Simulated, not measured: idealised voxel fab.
This is a process module. Its name is voxel gate over fins.
Section shown: cut. Width: 265 nm. Cell size: 5 nm, square.
Cross-sections here: square-cell grids, written as top-down lists of bands, a band being one or more rows of cells. First you get the band's top height and its bottom height, in nm, and then the materials it's made of, left to right, with each width in nm. If you see a single material with "full width", that one covers the band edge to edge. "air" is empty space. Basically, 0 is our baseline, since under it the wafer straight out of the box is all one material. The bottom band has no lower end and keeps on going down, so it looks like "0 down". The two numbers in a width such as "30..40" mark its ends across the band: the first belongs to the top row of cells, the second to the bottom row, and from each row to the next the width moves by the same amount. "everything unchanged" for a step: no cell of the cross-section changed in that step. What "Completely enclosed voids" gives you is every empty space of 8 cells or more that is cut off from the top. Each appears as width x height at distance, with the distance taken from the left edge and width, height and distance all in nm. Whatever follows a step's settings on its line is a remark the simulator itself makes about that step. Steps that use a mask can have "overlay nm" on their line. It says how far the mask sat to the right of where it was meant to be. Negative means to the left. If you're wondering how to read the rest of this, here's the deal. It's pairs of cross-sections: one from before a process step, one from after it. The after one is only drawn as far down as the lowest band that changed. Right under each pair you'll see which step sits between them and what its settings were. Don't read the pairs as one continuous story, though. They can come from different runs of this module on the same starting wafer, and a pair only carries on from the one above it where its entry headed "Pre-step cross-section" says so.
Pre-step cross-section:
	0 down  Si full width
	Completely enclosed voids: none
Post-Step Cross-Section:
	10 to 0  SiN full width
	Note: structure below 0 unchanged.
	Completely enclosed voids: none
Going from the before section above to the after section, the step was CONFORMAL_DEP with material SiN, thk nm 10
Pre-step cross-section: the after view from the pair directly above serves as the before view here.
Post-Step Cross-Section:
	20 to 10  aC full width
	Note: structure below 10 unchanged.
	Completely enclosed voids: none
Going from the before section above to the after section, the step was DIRECTIONAL_DEP with material aC, thk nm 10
Pre-step cross-section: the after view from the pair directly above serves as the before view here.
Post-Step Cross-Section:
	50 to 20  air=100 / resist=15 / air=35 / resist=15 / air=100
	Note: structure below 20 unchanged.
	Completely enclosed voids: none
Going from the before section above to the after section, the step was PATTERN with tone cover, mask id FINS, material resist, width nm 15, pitch nm 50, thk nm 30, overlay nm 0
Pre-step cross-section: the after view from the pair directly above serves as the before view here.
Post-Step Cross-Section:
	40 to 20  air=100 / resist=15 / air=35 / resist=15 / air=100
	20 to 10  air=100 / aC=15 / air=35 / aC=15 / air=100
	Note: structure below 10 unchanged.
	Completely enclosed voids: none
Going from the before section above to the after section, the step was DIRECTIONAL_ETCH with etch materials aC, depth nm 10
Pre-step cross-section: the after view from the pair directly above serves as the before view here.
Post-Step Cross-Section:
	20 to 10  air=100 / aC=15 / air=35 / aC=15 / air=100
	Note: structure below 10 unchanged.
	Completely enclosed voids: none
Going from the before section above to the after section, the step was STRIP with etch materials resist
Pre-step cross-section: the after view from the pair directly above serves as the before view here.
Post-Step Cross-Section:
	20 to 10  air=100 / aC=15 / air=35 / aC=15 / air=100
	10 to 0  air=100 / SiN=15 / air=35 / SiN=15 / air=100
	Note: structure below 0 unchanged.
	Completely enclosed voids: none
Going from the before section above to the after section, the step was DIRECTIONAL_ETCH with etch materials SiN, depth nm 10
Pre-step cross-section: the after view from the pair directly above serves as the before view here.
Post-Step Cross-Section:
	20 to 10  air=100 / aC=15 / air=35 / aC=15 / air=100
	10 to 0  air=100 / SiN=15 / air=35 / SiN=15 / air=100
	0 to -30  air=100 / Si=15 / air=35 / Si=15 / air=100
	Note: structure below -30 unchanged.
	Completely enclosed voids: none
Going from the before section above to the after section, the step was DIRECTIONAL_ETCH with etch materials Si, depth nm 30
Pre-step cross-section: the after view from the pair directly above serves as the before view here.
Post-Step Cross-Section:
	10 to 0  air=100 / SiN=15 / air=35 / SiN=15 / air=100
	Note: structure below 0 unchanged.
	Completely enclosed voids: none
Going from the before section above to the after section, the step was STRIP with etch materials aC
Pre-step cross-section: the after view from the pair directly above serves as the before view here.
Post-Step Cross-Section:
	20 to 10  SiO2 full width
	10 to 0  SiO2=100 / SiN=15 / SiO2=35 / SiN=15 / SiO2=100
	0 to -30  SiO2=100 / Si=15 / SiO2=35 / Si=15 / SiO2=100
	Note: structure below -30 unchanged.
	Completely enclosed voids: none
Going from the before section above to the after section, the step was FILL_DEP with material SiO2, thk nm 10
Pre-step cross-section: the after view from the pair directly above serves as the before view here.
Post-Step Cross-Section:
	10 to 0  SiO2=100 / SiN=15 / SiO2=35 / SiN=15 / SiO2=100
	Note: structure below 0 unchanged.
	Completely enclosed voids: none
Going from the before section above to the after section, the step was CMP with height nm 10
Pre-step cross-section: the after view from the pair directly above serves as the before view here.
Post-Step Cross-Section:
	30 to 10  resist=125 / air=15 / resist=125
	Note: structure below 10 unchanged.
	Completely enclosed voids: none
Going from the before section above to the after section, the step was PATTERN with tone open, mask id RAIL, material resist, width nm 15, thk nm 20, overlay nm 0
Pre-step cross-section: the after view from the pair directly above serves as the before view here.
Post-Step Cross-Section:
	30 to 10  resist=125 / air=15 / resist=125
	10 to 0  SiO2=100 / SiN=15 / SiO2=10 / air=15 / SiO2=10 / SiN=15 / SiO2=100
	0 to -25  SiO2=100 / Si=15 / SiO2=10 / air=15 / SiO2=10 / Si=15 / SiO2=100
	Note: structure below -25 unchanged.
	Completely enclosed voids: none
Going from the before section above to the after section, the step was DIRECTIONAL_ETCH with etch materials SiO2, depth nm 35
Pre-step cross-section: the after view from the pair directly above serves as the before view here.
Post-Step Cross-Section:
	10 to 0  SiO2=100 / SiN=15 / SiO2=10 / air=15 / SiO2=10 / SiN=15 / SiO2=100
	Note: structure below 0 unchanged.
	Completely enclosed voids: none
Going from the before section above to the after section, the step was STRIP with etch materials resist
Pre-step cross-section: the after view from the pair directly above serves as the before view here.
Post-Step Cross-Section:
	15 to 10  TiN=130 / air=5 / TiN=130
	10 to 0  SiO2=100 / SiN=15 / SiO2=10 / TiN=5 / air=5 / TiN=5 / SiO2=10 / SiN=15 / SiO2=100
	0 to -20  SiO2=100 / Si=15 / SiO2=10 / TiN=5 / air=5 / TiN=5 / SiO2=10 / Si=15 / SiO2=100
	-20 to -25  SiO2=100 / Si=15 / SiO2=10 / TiN=15 / SiO2=10 / Si=15 / SiO2=100
	Note: structure below -25 unchanged.
	Completely enclosed voids: none
Going from the before section above to the after section, the step was CONFORMAL_DEP with material TiN, thk nm 5
Pre-step cross-section: the after view from the pair directly above serves as the before view here.
Post-Step Cross-Section:
	25 to 15  W full width
	15 to 10  TiN=130 / W=5 / TiN=130
	10 to 0  SiO2=100 / SiN=15 / SiO2=10 / TiN=5 / W=5 / TiN=5 / SiO2=10 / SiN=15 / SiO2=100
	0 to -20  SiO2=100 / Si=15 / SiO2=10 / TiN=5 / W=5 / TiN=5 / SiO2=10 / Si=15 / SiO2=100
	Note: structure below -20 unchanged.
	Completely enclosed voids: none
Going from the before section above to the after section, the step was FILL_DEP with material W, thk nm 10
Pre-step cross-section: the after view from the pair directly above serves as the before view here.
Post-Step Cross-Section:
	10 to 0  SiO2=100 / SiN=15 / SiO2=10 / TiN=5 / W=5 / TiN=5 / SiO2=10 / SiN=15 / SiO2=100
	Note: structure below 0 unchanged.
	Completely enclosed voids: none
Going from the before section above to the after section, the step was CMP with height nm 10
Pre-step cross-section: the after view from the pair directly above serves as the before view here.
Post-Step Cross-Section:
	10 to 0  SiO2=100 / SiN=15 / SiO2=10 / air=15 / SiO2=10 / SiN=15 / SiO2=100
	0 to -15  SiO2=100 / Si=15 / SiO2=10 / air=15 / SiO2=10 / Si=15 / SiO2=100
	Note: structure below -15 unchanged.
	Completely enclosed voids: none
Going from the before section above to the after section, the step was SELECTIVE_ETCH with etch materials W Ru TiN, depth nm 25
Pre-step cross-section: the after view from the pair directly above serves as the before view here.
Post-Step Cross-Section:
	15 to 10  SiO2 full width
	10 to 0  SiO2=100 / SiN=15 / SiO2=35 / SiN=15 / SiO2=100
	0 to -15  SiO2=100 / Si=15 / SiO2=35 / Si=15 / SiO2=100
	Note: structure below -15 unchanged.
	Completely enclosed voids: none
Going from the before section above to the after section, the step was FILL_DEP with material SiO2, thk nm 5
Pre-step cross-section: the after view from the pair directly above serves as the before view here.
Post-Step Cross-Section:
	10 to 0  SiO2=100 / SiN=15 / SiO2=35 / SiN=15 / SiO2=100
	Note: structure below 0 unchanged.
	Completely enclosed voids: none
Going from the before section above to the after section, the step was CMP with height nm 10
Pre-step cross-section: the after view from the pair directly above serves as the before view here.
Post-Step Cross-Section:
	10 to 0  air=100 / SiN=15 / air=35 / SiN=15 / air=100
	0 to -10  air=100 / Si=15 / air=35 / Si=15 / air=100
	Note: structure below -10 unchanged.
	Completely enclosed voids: none
Going from the before section above to the after section, the step was SELECTIVE_ETCH with etch materials SiO2, depth nm 20
Pre-step cross-section: the after view from the pair directly above serves as the before view here.
Post-Step Cross-Section:
	0 to -10  air=100 / Si=15 / air=35 / Si=15 / air=100
	Note: structure below -10 unchanged.
	Completely enclosed voids: none
Going from the before section above to the after section, the step was STRIP with etch materials SiN
Pre-step cross-section: the after view from the pair directly above serves as the before view here.
Post-Step Cross-Section:
	5 to 0  air=95 / HfO2=25 / air=25 / HfO2=25 / air=95
	0 to -5  air=95 / HfO2=5 / Si=15 / HfO2=5 / air=25 / HfO2=5 / Si=15 / HfO2=5 / air=95
	-5 to -10  HfO2=100 / Si=15 / HfO2=35 / Si=15 / HfO2=100
	Note: structure below -10 unchanged.
	Completely enclosed voids: none
Going from the before section above to the after section, the step was CONFORMAL_DEP with material HfO2, thk nm 5
Pre-step cross-section: the after view from the pair directly above serves as the before view here.
Post-Step Cross-Section:
	10 to 5  air=90 / TiN=35 / air=15 / TiN=35 / air=90
	5 to 0  air=90 / TiN=5 / HfO2=25 / TiN=5 / air=15 / TiN=5 / HfO2=25 / TiN=5 / air=90
	0 to -5  TiN=95 / HfO2=5 / Si=15 / HfO2=5 / TiN=25 / HfO2=5 / Si=15 / HfO2=5 / TiN=95
	Note: structure below -5 unchanged.
	Completely enclosed voids: none
Going from the before section above to the after section, the step was CONFORMAL_DEP with material TiN, thk nm 5
Pre-step cross-section: the after view from the pair directly above serves as the before view here.
Post-Step Cross-Section:
	25 to 10  W full width
	10 to 5  W=90 / TiN=35 / W=15 / TiN=35 / W=90
	5 to 0  W=90 / TiN=5 / HfO2=25 / TiN=5 / W=15 / TiN=5 / HfO2=25 / TiN=5 / W=90
	Note: structure below 0 unchanged.
	Completely enclosed voids: none
Going from the before section above to the after section, the step was FILL_DEP with material W, thk nm 15
Pre-step cross-section: the after view from the pair directly above serves as the before view here.
Post-Step Cross-Section:
	20 to 10  W full width
	Note: structure below 10 unchanged.
	Completely enclosed voids: none
Going from the before section above to the after section, the step was CMP with height nm 20
Pre-step cross-section: the after view from the pair directly above serves as the before view here.
Post-Step Cross-Section:
	25 to 20  SiCN full width
	Note: structure below 20 unchanged.
	Completely enclosed voids: none
Going from the before section above to the after section, the step was CONFORMAL_DEP with material SiCN, thk nm 5
Pre-step cross-section:
	25 to 15  W full width
	15 to 10  TiN=130 / W=5 / TiN=130
	10 to 0  SiO2=100 / SiN=15 / SiO2=10 / TiN=5 / W=5 / TiN=5 / SiO2=10 / SiN=15 / SiO2=100
	0 to -20  SiO2=100 / Si=15 / SiO2=10 / TiN=5 / W=5 / TiN=5 / SiO2=10 / Si=15 / SiO2=100
	-20 to -25  SiO2=100 / Si=15 / SiO2=10 / TiN=15 / SiO2=10 / Si=15 / SiO2=100
	-25 to -30  SiO2=100 / Si=15 / SiO2=35 / Si=15 / SiO2=100
	-30 down  Si full width
	Completely enclosed voids: none
Post-Step Cross-Section:
	10 to 0  SiO2=100 / SiN=15 / SiO2=10 / air=15 / SiO2=10 / SiN=15 / SiO2=100
	Note: structure below 0 unchanged.
	Completely enclosed voids: none
Going from the before section above to the after section, the step was SELECTIVE_ETCH with etch materials W Ru TiN, depth nm 25
Pre-step cross-section: the after view from the pair directly above serves as the before view here.
Post-Step Cross-Section:
	15 to 10  SiO2 full width
	10 to 0  SiO2=100 / SiN=15 / SiO2=35 / SiN=15 / SiO2=100
	Note: structure below 0 unchanged.
	Completely enclosed voids: none
Going from the before section above to the after section, the step was FILL_DEP with material SiO2, thk nm 5
Pre-step cross-section: the after view from the pair directly above serves as the before view here.
Post-Step Cross-Section:
	10 to 0  SiO2=100 / SiN=15 / SiO2=35 / SiN=15 / SiO2=100
	Note: structure below 0 unchanged.
	Completely enclosed voids: none
Going from the before section above to the after section, the step was CMP with height nm 10
Pre-step cross-section: the after view from the pair directly above serves as the before view here.
Post-Step Cross-Section:
	10 to 0  air=100 / SiN=15 / air=35 / SiN=15 / air=100
	0 to -10  air=100 / Si=15 / air=10 / TiN=5 / W=5 / TiN=5 / air=10 / Si=15 / air=100
	Note: structure below -10 unchanged.
	Completely enclosed voids: none
Going from the before section above to the after section, the step was SELECTIVE_ETCH with etch materials SiO2, depth nm 20
Pre-step cross-section: the after view from the pair directly above serves as the before view here.
Post-Step Cross-Section:
	0 to -10  air=100 / Si=15 / air=10 / TiN=5 / W=5 / TiN=5 / air=10 / Si=15 / air=100
	Note: structure below -10 unchanged.
	Completely enclosed voids: none
Going from the before section above to the after section, the step was STRIP with etch materials SiN
Pre-step cross-section: the after view from the pair directly above serves as the before view here.
Post-Step Cross-Section:
	5 to 0  air=95 / HfO2=75 / air=95
	0 to -5  air=95 / HfO2=5 / Si=15 / HfO2=10 / TiN=5 / W=5 / TiN=5 / HfO2=10 / Si=15 / HfO2=5 / air=95
	-5 to -10  HfO2=100 / Si=15 / HfO2=10 / TiN=5 / W=5 / TiN=5 / HfO2=10 / Si=15 / HfO2=100
	Note: structure below -10 unchanged.
	Completely enclosed voids: none
Going from the before section above to the after section, the step was CONFORMAL_DEP with material HfO2, thk nm 5
Pre-step cross-section: the after view from the pair directly above serves as the before view here.
Post-Step Cross-Section:
	10 to 5  air=90 / TiN=85 / air=90
	5 to 0  air=90 / TiN=5 / HfO2=75 / TiN=5 / air=90
	0 to -5  TiN=95 / HfO2=5 / Si=15 / HfO2=10 / TiN=5 / W=5 / TiN=5 / HfO2=10 / Si=15 / HfO2=5 / TiN=95
	Note: structure below -5 unchanged.
	Completely enclosed voids: none
Going from the before section above to the after section, the step was CONFORMAL_DEP with material TiN, thk nm 5
Pre-step cross-section: the after view from the pair directly above serves as the before view here.
Post-Step Cross-Section:
	25 to 10  W full width
	10 to 5  W=90 / TiN=85 / W=90
	5 to 0  W=90 / TiN=5 / HfO2=75 / TiN=5 / W=90
	Note: structure below 0 unchanged.
	Completely enclosed voids: none
Going from the before section above to the after section, the step was FILL_DEP with material W, thk nm 15
Pre-step cross-section: the after view from the pair directly above serves as the before view here.
Post-Step Cross-Section:
	20 to 10  W full width
	Note: structure below 10 unchanged.
	Completely enclosed voids: none
Going from the before section above to the after section, the step was CMP with height nm 20
Pre-step cross-section: the after view from the pair directly above serves as the before view here.
Post-Step Cross-Section:
	25 to 20  SiCN full width
	Note: structure below 20 unchanged.
	Completely enclosed voids: none
Going from the before section above to the after section, the step was CONFORMAL_DEP with material SiCN, thk nm 5
Pre-step cross-section:
	20 to 10  air=100 / aC=15 / air=35 / aC=15 / air=100
	10 to 0  air=100 / SiN=15 / air=35 / SiN=15 / air=100
	0 to -30  air=100 / Si=15 / air=35 / Si=15 / air=100
	-30 down  Si full width
	Completely enclosed voids: none
Post-Step Cross-Section:
	20 to 10  air=100 / aC=15 / air=35 / aC=15 / air=100
	10 to 0  air=100 / SiN=15 / air=35 / SiN=15 / air=100
	0 to -60  air=100 / Si=15 / air=35 / Si=15 / air=100
	Note: structure below -60 unchanged.
	Completely enclosed voids: none
Going from the before section above to the after section, the step was DIRECTIONAL_ETCH with etch materials Si, depth nm 30
Pre-step cross-section: the after view from the pair directly above serves as the before view here.
Post-Step Cross-Section:
	10 to 0  air=100 / SiN=15 / air=35 / SiN=15 / air=100
	Note: structure below 0 unchanged.
	Completely enclosed voids: none
Going from the before section above to the after section, the step was STRIP with etch materials aC
Pre-step cross-section: the after view from the pair directly above serves as the before view here.
Post-Step Cross-Section:
	20 to 10  SiO2 full width
	10 to 0  SiO2=100 / SiN=15 / SiO2=35 / SiN=15 / SiO2=100
	0 to -60  SiO2=100 / Si=15 / SiO2=35 / Si=15 / SiO2=100
	Note: structure below -60 unchanged.
	Completely enclosed voids: none
Going from the before section above to the after section, the step was FILL_DEP with material SiO2, thk nm 10
Pre-step cross-section: the after view from the pair directly above serves as the before view here.
Post-Step Cross-Section:
	10 to 0  SiO2=100 / SiN=15 / SiO2=35 / SiN=15 / SiO2=100
	Note: structure below 0 unchanged.
	Completely enclosed voids: none
Going from the before section above to the after section, the step was CMP with height nm 10
Pre-step cross-section: the after view from the pair directly above serves as the before view here.
Post-Step Cross-Section:
	30 to 10  resist=125 / air=15 / resist=125
	Note: structure below 10 unchanged.
	Completely enclosed voids: none
Going from the before section above to the after section, the step was PATTERN with tone open, mask id RAIL, material resist, width nm 15, thk nm 20, overlay nm 0
Pre-step cross-section: the after view from the pair directly above serves as the before view here.
Post-Step Cross-Section:
	30 to 10  resist=125 / air=15 / resist=125
	10 to 0  SiO2=100 / SiN=15 / SiO2=10 / air=15 / SiO2=10 / SiN=15 / SiO2=100
	0 to -25  SiO2=100 / Si=15 / SiO2=10 / air=15 / SiO2=10 / Si=15 / SiO2=100
	Note: structure below -25 unchanged.
	Completely enclosed voids: none
Going from the before section above to the after section, the step was DIRECTIONAL_ETCH with etch materials SiO2, depth nm 35
Pre-step cross-section: the after view from the pair directly above serves as the before view here.
Post-Step Cross-Section:
	10 to 0  SiO2=100 / SiN=15 / SiO2=10 / air=15 / SiO2=10 / SiN=15 / SiO2=100
	Note: structure below 0 unchanged.
	Completely enclosed voids: none
Going from the before section above to the after section, the step was STRIP with etch materials resist
Pre-step cross-section: the after view from the pair directly above serves as the before view here.
Post-Step Cross-Section:
	15 to 10  TiN=130 / air=5 / TiN=130
	10 to 0  SiO2=100 / SiN=15 / SiO2=10 / TiN=5 / air=5 / TiN=5 / SiO2=10 / SiN=15 / SiO2=100
	0 to -20  SiO2=100 / Si=15 / SiO2=10 / TiN=5 / air=5 / TiN=5 / SiO2=10 / Si=15 / SiO2=100
	-20 to -25  SiO2=100 / Si=15 / SiO2=10 / TiN=15 / SiO2=10 / Si=15 / SiO2=100
	Note: structure below -25 unchanged.
	Completely enclosed voids: none
Going from the before section above to the after section, the step was CONFORMAL_DEP with material TiN, thk nm 5
Pre-step cross-section: the after view from the pair directly above serves as the before view here.
Post-Step Cross-Section:
	25 to 15  W full width
	15 to 10  TiN=130 / W=5 / TiN=130
	10 to 0  SiO2=100 / SiN=15 / SiO2=10 / TiN=5 / W=5 / TiN=5 / SiO2=10 / SiN=15 / SiO2=100
	0 to -20  SiO2=100 / Si=15 / SiO2=10 / TiN=5 / W=5 / TiN=5 / SiO2=10 / Si=15 / SiO2=100
	Note: structure below -20 unchanged.
	Completely enclosed voids: none
Going from the before section above to the after section, the step was FILL_DEP with material W, thk nm 10
Pre-step cross-section: the after view from the pair directly above serves as the before view here.
Post-Step Cross-Section:
	10 to 0  SiO2=100 / SiN=15 / SiO2=10 / TiN=5 / W=5 / TiN=5 / SiO2=10 / SiN=15 / SiO2=100
	Note: structure below 0 unchanged.
	Completely enclosed voids: none
Going from the before section above to the after section, the step was CMP with height nm 10
Pre-step cross-section: the after view from the pair directly above serves as the before view here.
Post-Step Cross-Section:
	10 to 0  SiO2=100 / SiN=15 / SiO2=10 / air=15 / SiO2=10 / SiN=15 / SiO2=100
	0 to -15  SiO2=100 / Si=15 / SiO2=10 / air=15 / SiO2=10 / Si=15 / SiO2=100
	Note: structure below -15 unchanged.
	Completely enclosed voids: none
Going from the before section above to the after section, the step was SELECTIVE_ETCH with etch materials W Ru TiN, depth nm 25
Pre-step cross-section: the after view from the pair directly above serves as the before view here.
Post-Step Cross-Section:
	15 to 10  SiO2 full width
	10 to 0  SiO2=100 / SiN=15 / SiO2=35 / SiN=15 / SiO2=100
	0 to -15  SiO2=100 / Si=15 / SiO2=35 / Si=15 / SiO2=100
	Note: structure below -15 unchanged.
	Completely enclosed voids: none
Going from the before section above to the after section, the step was FILL_DEP with material SiO2, thk nm 5
Pre-step cross-section: the after view from the pair directly above serves as the before view here.
Post-Step Cross-Section:
	10 to 0  SiO2=100 / SiN=15 / SiO2=35 / SiN=15 / SiO2=100
	Note: structure below 0 unchanged.
	Completely enclosed voids: none
Going from the before section above to the after section, the step was CMP with height nm 10
Pre-step cross-section: the after view from the pair directly above serves as the before view here.
Post-Step Cross-Section:
	10 to 0  air=100 / SiN=15 / air=35 / SiN=15 / air=100
	0 to -10  air=100 / Si=15 / air=35 / Si=15 / air=100
	Note: structure below -10 unchanged.
	Completely enclosed voids: none
Going from the before section above to the after section, the step was SELECTIVE_ETCH with etch materials SiO2, depth nm 20
Pre-step cross-section: the after view from the pair directly above serves as the before view here.
Post-Step Cross-Section:
	0 to -10  air=100 / Si=15 / air=35 / Si=15 / air=100
	Note: structure below -10 unchanged.
	Completely enclosed voids: none
Going from the before section above to the after section, the step was STRIP with etch materials SiN
Pre-step cross-section: the after view from the pair directly above serves as the before view here.
Post-Step Cross-Section:
	5 to 0  air=95 / HfO2=25 / air=25 / HfO2=25 / air=95
	0 to -5  air=95 / HfO2=5 / Si=15 / HfO2=5 / air=25 / HfO2=5 / Si=15 / HfO2=5 / air=95
	-5 to -10  HfO2=100 / Si=15 / HfO2=35 / Si=15 / HfO2=100
	Note: structure below -10 unchanged.
	Completely enclosed voids: none
Going from the before section above to the after section, the step was CONFORMAL_DEP with material HfO2, thk nm 5
Pre-step cross-section: the after view from the pair directly above serves as the before view here.
Post-Step Cross-Section:
	10 to 5  air=90 / TiN=35 / air=15 / TiN=35 / air=90
	5 to 0  air=90 / TiN=5 / HfO2=25 / TiN=5 / air=15 / TiN=5 / HfO2=25 / TiN=5 / air=90
	0 to -5  TiN=95 / HfO2=5 / Si=15 / HfO2=5 / TiN=25 / HfO2=5 / Si=15 / HfO2=5 / TiN=95
	Note: structure below -5 unchanged.
	Completely enclosed voids: none
Going from the before section above to the after section, the step was CONFORMAL_DEP with material TiN, thk nm 5
Pre-step cross-section: the after view from the pair directly above serves as the before view here.
Post-Step Cross-Section:
	25 to 10  W full width
	10 to 5  W=90 / TiN=35 / W=15 / TiN=35 / W=90
	5 to 0  W=90 / TiN=5 / HfO2=25 / TiN=5 / W=15 / TiN=5 / HfO2=25 / TiN=5 / W=90
	Note: structure below 0 unchanged.
	Completely enclosed voids: none
Going from the before section above to the after section, the step was FILL_DEP with material W, thk nm 15
Pre-step cross-section: the after view from the pair directly above serves as the before view here.
Post-Step Cross-Section:
	20 to 10  W full width
	Note: structure below 10 unchanged.
	Completely enclosed voids: none
Going from the before section above to the after section, the step was CMP with height nm 20
Pre-step cross-section: the after view from the pair directly above serves as the before view here.
Post-Step Cross-Section:
	25 to 20  SiCN full width
	Note: structure below 20 unchanged.
	Completely enclosed voids: none
Going from the before section above to the after section, the step was CONFORMAL_DEP with material SiCN, thk nm 5
Pre-step cross-section:
	10 to 0  SiO2=100 / SiN=15 / SiO2=35 / SiN=15 / SiO2=100
	0 to -15  SiO2=100 / Si=15 / SiO2=35 / Si=15 / SiO2=100
	-15 to -20  SiO2=100 / Si=15 / SiO2=10 / TiN=5 / W=5 / TiN=5 / SiO2=10 / Si=15 / SiO2=100
	-20 to -25  SiO2=100 / Si=15 / SiO2=10 / TiN=15 / SiO2=10 / Si=15 / SiO2=100
	-25 to -30  SiO2=100 / Si=15 / SiO2=35 / Si=15 / SiO2=100
	-30 down  Si full width
	Completely enclosed voids: none
Post-Step Cross-Section:
	10 to 0  SiO2=100 / air=15 / SiO2=35 / air=15 / SiO2=100
	Note: structure below 0 unchanged.
	Completely enclosed voids: none
Going from the before section above to the after section, the step was STRIP with etch materials SiN
Pre-step cross-section: the after view from the pair directly above serves as the before view here.
Post-Step Cross-Section:
	0 to -10  air=100 / Si=15 / air=35 / Si=15 / air=100
	-10 to -15  SiO2=80 / air=20 / Si=15 / air=35 / Si=15 / air=20 / SiO2=80
	-15 to -20  SiO2=80 / air=20 / Si=15 / air=10 / TiN=5 / W=5 / TiN=5 / air=10 / Si=15 / air=20 / SiO2=80
	Note: structure below -20 unchanged.
	Completely enclosed voids: none
Going from the before section above to the after section, the step was SELECTIVE_ETCH with etch materials SiO2, depth nm 20
Pre-step cross-section: the after view from the pair directly above serves as the before view here.
Post-Step Cross-Section:
	5 to 0  air=95 / HfO2=25 / air=25 / HfO2=25 / air=95
	0 to -5  air=95 / HfO2=5 / Si=15 / HfO2=5 / air=25 / HfO2=5 / Si=15 / HfO2=5 / air=95
	-5 to -10  HfO2=85 / air=10 / HfO2=5 / Si=15 / HfO2=5 / air=25 / HfO2=5 / Si=15 / HfO2=5 / air=10 / HfO2=85
	-10 to -15  SiO2=80 / HfO2=5 / air=10 / HfO2=5 / Si=15 / HfO2=35 / Si=15 / HfO2=5 / air=10 / HfO2=5 / SiO2=80
	-15 to -20  SiO2=80 / HfO2=20 / Si=15 / HfO2=10 / TiN=5 / W=5 / TiN=5 / HfO2=10 / Si=15 / HfO2=20 / SiO2=80
	Note: structure below -20 unchanged.
	Completely enclosed voids: none
Going from the before section above to the after section, the step was CONFORMAL_DEP with material HfO2, thk nm 5
Pre-step cross-section: the after view from the pair directly above serves as the before view here.
Post-Step Cross-Section:
	10 to 5  air=90 / TiN=35 / air=15 / TiN=35 / air=90
	5 to 0  air=90 / TiN=5 / HfO2=25 / TiN=5 / air=15 / TiN=5 / HfO2=25 / TiN=5 / air=90
	0 to -5  TiN=95 / HfO2=5 / Si=15 / HfO2=5 / TiN=5 / air=15 / TiN=5 / HfO2=5 / Si=15 / HfO2=5 / TiN=95
	-5 to -10  HfO2=85 / TiN=10 / HfO2=5 / Si=15 / HfO2=5 / TiN=25 / HfO2=5 / Si=15 / HfO2=5 / TiN=10 / HfO2=85
	-10 to -15  SiO2=80 / HfO2=5 / TiN=10 / HfO2=5 / Si=15 / HfO2=35 / Si=15 / HfO2=5 / TiN=10 / HfO2=5 / SiO2=80
	Note: structure below -15 unchanged.
	Completely enclosed voids: none
Going from the before section above to the after section, the step was CONFORMAL_DEP with material TiN, thk nm 5
Pre-step cross-section: the after view from the pair directly above serves as the before view here.
Post-Step Cross-Section:
	25 to 10  W full width
	10 to 5  W=90 / TiN=35 / W=15 / TiN=35 / W=90
	5 to 0  W=90 / TiN=5 / HfO2=25 / TiN=5 / W=15 / TiN=5 / HfO2=25 / TiN=5 / W=90
	0 to -5  TiN=95 / HfO2=5 / Si=15 / HfO2=5 / TiN=5 / W=15 / TiN=5 / HfO2=5 / Si=15 / HfO2=5 / TiN=95
	Note: structure below -5 unchanged.
	Completely enclosed voids: none
Going from the before section above to the after section, the step was FILL_DEP with material W, thk nm 15
Pre-step cross-section: the after view from the pair directly above serves as the before view here.
Post-Step Cross-Section:
	20 to 10  W full width
	Note: structure below 10 unchanged.
	Completely enclosed voids: none
Going from the before section above to the after section, the step was CMP with height nm 20
Pre-step cross-section: the after view from the pair directly above serves as the before view here.
Post-Step Cross-Section:
	25 to 20  SiCN full width
	Note: structure below 20 unchanged.
	Completely enclosed voids: none
Going from the before section above to the after section, the step was CONFORMAL_DEP with material SiCN, thk nm 5
Pre-step cross-section:
	10 to 0  SiO2=100 / SiN=15 / SiO2=35 / SiN=15 / SiO2=100
	0 to -15  SiO2=100 / Si=15 / SiO2=35 / Si=15 / SiO2=100
	-15 to -20  SiO2=100 / Si=15 / SiO2=10 / TiN=5 / W=5 / TiN=5 / SiO2=10 / Si=15 / SiO2=100
	-20 to -25  SiO2=100 / Si=15 / SiO2=10 / TiN=15 / SiO2=10 / Si=15 / SiO2=100
	-25 to -30  SiO2=100 / Si=15 / SiO2=35 / Si=15 / SiO2=100
	-30 down  Si full width
	Completely enclosed voids: none
Post-Step Cross-Section:
	10 to 0  air=100 / SiN=15 / air=35 / SiN=15 / air=100
	Note: structure below 0 unchanged.
	Completely enclosed voids: none
Going from the before section above to the after section, the step was SELECTIVE_ETCH with etch materials SiO2, depth nm 10
Pre-step cross-section: the after view from the pair directly above serves as the before view here.
Post-Step Cross-Section:
	0 to -15  SiO2=100 / Si=15 / SiO2=35 / Si=15 / SiO2=100
	Note: structure below -15 unchanged.
	Completely enclosed voids: none
Going from the before section above to the after section, the step was STRIP with etch materials SiN
Pre-step cross-section: the after view from the pair directly above serves as the before view here.
Post-Step Cross-Section:
	5 to 0  HfO2 full width
	Note: structure below 0 unchanged.
	Completely enclosed voids: none
Going from the before section above to the after section, the step was CONFORMAL_DEP with material HfO2, thk nm 5
Pre-step cross-section: the after view from the pair directly above serves as the before view here.
Post-Step Cross-Section:
	10 to 5  TiN full width
	Note: structure below 5 unchanged.
	Completely enclosed voids: none
Going from the before section above to the after section, the step was CONFORMAL_DEP with material TiN, thk nm 5
Pre-step cross-section: the after view from the pair directly above serves as the before view here.
Post-Step Cross-Section:
	25 to 10  W full width
	Note: structure below 10 unchanged.
	Completely enclosed voids: none
Going from the before section above to the after section, the step was FILL_DEP with material W, thk nm 15
Pre-step cross-section: the after view from the pair directly above serves as the before view here.
Post-Step Cross-Section:
	20 to 10  W full width
	Note: structure below 10 unchanged.
	Completely enclosed voids: none
Going from the before section above to the after section, the step was CMP with height nm 20
Pre-step cross-section: the after view from the pair directly above serves as the before view here.
Post-Step Cross-Section:
	25 to 20  SiCN full width
	Note: structure below 20 unchanged.
	Completely enclosed voids: none
Going from the before section above to the after section, the step was CONFORMAL_DEP with material SiCN, thk nm 5
Pre-step cross-section:
	10 to 0  SiO2=100 / SiN=15 / SiO2=35 / SiN=15 / SiO2=100
	0 to -30  SiO2=100 / Si=15 / SiO2=35 / Si=15 / SiO2=100
	-30 down  Si full width
	Completely enclosed voids: none
Post-Step Cross-Section:
	30 to 10  resist=125 / air=20 / resist=120
	Note: structure below 10 unchanged.
	Completely enclosed voids: none
Going from the before section above to the after section, the step was PATTERN with tone open, mask id RAIL, material resist, width nm 20, thk nm 20, overlay nm 0
